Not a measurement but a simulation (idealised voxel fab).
Proc. module: voxel capacitor over wiring
In the cross-section labelled cut, the width is 170 nm and each square cell is 5 nm.
How to read a cross-section here: the picture is a grid of square cells, written as bands going from the top down, and any band can span one or more rows of cells.
Heads up on the band format: heights come first, top then bottom, in nm. After that it's the materials left to right, each with its width in nm. A single material flagged "everywhere" fills the whole band edge to edge, and "air" means there's empty space there.
Heights from 0 (as-received wafer is one material below). Bottom band endless downward, as "0 down".
A two-number width, for instance "30 to 40", indicates that the width is equal to the first number in the top row of the band and to the second number in the bottom row, and that it changes by a constant amount per row of cells.
"nothing got changed" -> step changed no cross-section cell.
"Enclosed void listing": empty spaces of 8 cells or more with no open way to the top, each given as width x height at distance, distance from the left edge, all in nm.
If you see something after the settings on a step's line, that's the simulator's own remark about that step.
A step line may carry the setting "overlay nm", which, for steps involving a mask, states the distance by which the mask lay to the right of its intended position; negative values denote displacement to the left.

plan
1. RECEIVE (material Si)
2. CONFORMAL_DEP (material SiO2; thk nm 10)
3. DIRECTIONAL_DEP (material TiN; thk nm 5)
4. DIRECTIONAL_DEP (material Ru; thk nm 15)
5. MASKED_ETCH (tone cover; mask id METAL_1; width nm 25; pitch nm 80; etch materials Ru; depth nm 15; overlay nm -15)
6. MASKED_ETCH (tone cover; mask id METAL_1; width nm 25; pitch nm 80; etch materials TiN; depth nm 5; overlay nm 0)
7. CONFORMAL_DEP (material SiCN; thk nm 5)
8. FILL_DEP (material lowk; thk nm 10)
9. CMP (height nm 30)
10. CONFORMAL_DEP (material SiCN; thk nm 5)
11. DIRECTIONAL_DEP (material lowk; thk nm 15)
12. PATTERN (tone open; mask id PLUG_1; material resist; width nm 15; thk nm 15; overlay nm 0)
13. DIRECTIONAL_ETCH (etch materials lowk; depth nm 15)
14. DIRECTIONAL_ETCH (etch materials SiCN; depth nm 5)
15. STRIP (etch materials resist)
16. CONFORMAL_DEP (material TiN; thk nm 5)
17. FILL_DEP (material Ru; thk nm 5)
18. CMP (height nm 50)
19. DIRECTIONAL_DEP (material TiN; thk nm 10)
20. DIRECTIONAL_DEP (material SiN; thk nm 5)
21. DIRECTIONAL_DEP (material TiN; thk nm 10)
22. PATTERN (tone cover; mask id UPPER_PLATE; material resist; width nm 60; thk nm 15; overlay nm 0)
23. DIRECTIONAL_ETCH (etch materials TiN; depth nm 10)
24. DIRECTIONAL_ETCH (etch materials SiN; depth nm 5)
25. STRIP (etch materials resist)
26. DIRECTIONAL_DEP (material aC; thk nm 10)
27. PATTERN (tone cover; mask id LOWER_PLATE; material resist; width nm 70; thk nm 25; overlay nm 0)
28. DIRECTIONAL_ETCH (etch materials aC; depth nm 10)
29. STRIP (etch materials resist)
30. DIRECTIONAL_ETCH (etch materials TiN; depth nm 10)
31. STRIP (etch materials aC)
32. FILL_DEP (material SiO2; thk nm 15)
33. CMP (height nm 85)
34. DIRECTIONAL_DEP (material aC; thk nm 15)
35. PATTERN (tone open; mask id PLUG_2; material resist; width nm 15; thk nm 30; overlay nm 0)
36. DIRECTIONAL_ETCH (etch materials aC; depth nm 15)
37. STRIP (etch materials resist)
38. DIRECTIONAL_ETCH (etch materials SiO2; depth nm 10)
39. STRIP (etch materials aC)
40. CONFORMAL_DEP (material TiN; thk nm 5)
41. FILL_DEP (material Ru; thk nm 10)
42. CMP (height nm 85)
43. CONFORMAL_DEP (material SiCN; thk nm 5)
For this document, wafers share an identical start and vary in the step 5 overlay nm; the plan quotes the first wafer's value.

As received, i.e. after step 1: cross-section through the first of several wafers
	0 down  Si everywhere
	Enclosed void listing: none

The table below has one row for each wafer; a row shows, as of the end of the module, how many cells of each material the wafer has gained, marked (+), or lost, marked (-), since it was received, and then the wafer's closed voids
overlay nm -15 | +34 Ru | +101 SiCN | +12 SiN | +236 SiO2 | +82 TiN | +147 lowk | Enclosed void listing: none
overlay nm -10 | +34 Ru | +101 SiCN | +12 SiN | +236 SiO2 | +80 TiN | +149 lowk | Enclosed void listing: none
overlay nm -5 | +34 Ru | +101 SiCN | +12 SiN | +236 SiO2 | +78 TiN | +151 lowk | Enclosed void listing: none
overlay nm 0 | +34 Ru | +101 SiCN | +12 SiN | +236 SiO2 | +76 TiN | +153 lowk | Enclosed void listing: none
overlay nm 5 | +34 Ru | +101 SiCN | +12 SiN | +236 SiO2 | +78 TiN | +151 lowk | Enclosed void listing: none
overlay nm 10 | +34 Ru | +101 SiCN | +12 SiN | +236 SiO2 | +80 TiN | +149 lowk | Enclosed void listing: none
overlay nm 15 | +34 Ru | +101 SiCN | +12 SiN | +236 SiO2 | +82 TiN | +147 lowk | Enclosed void listing: none
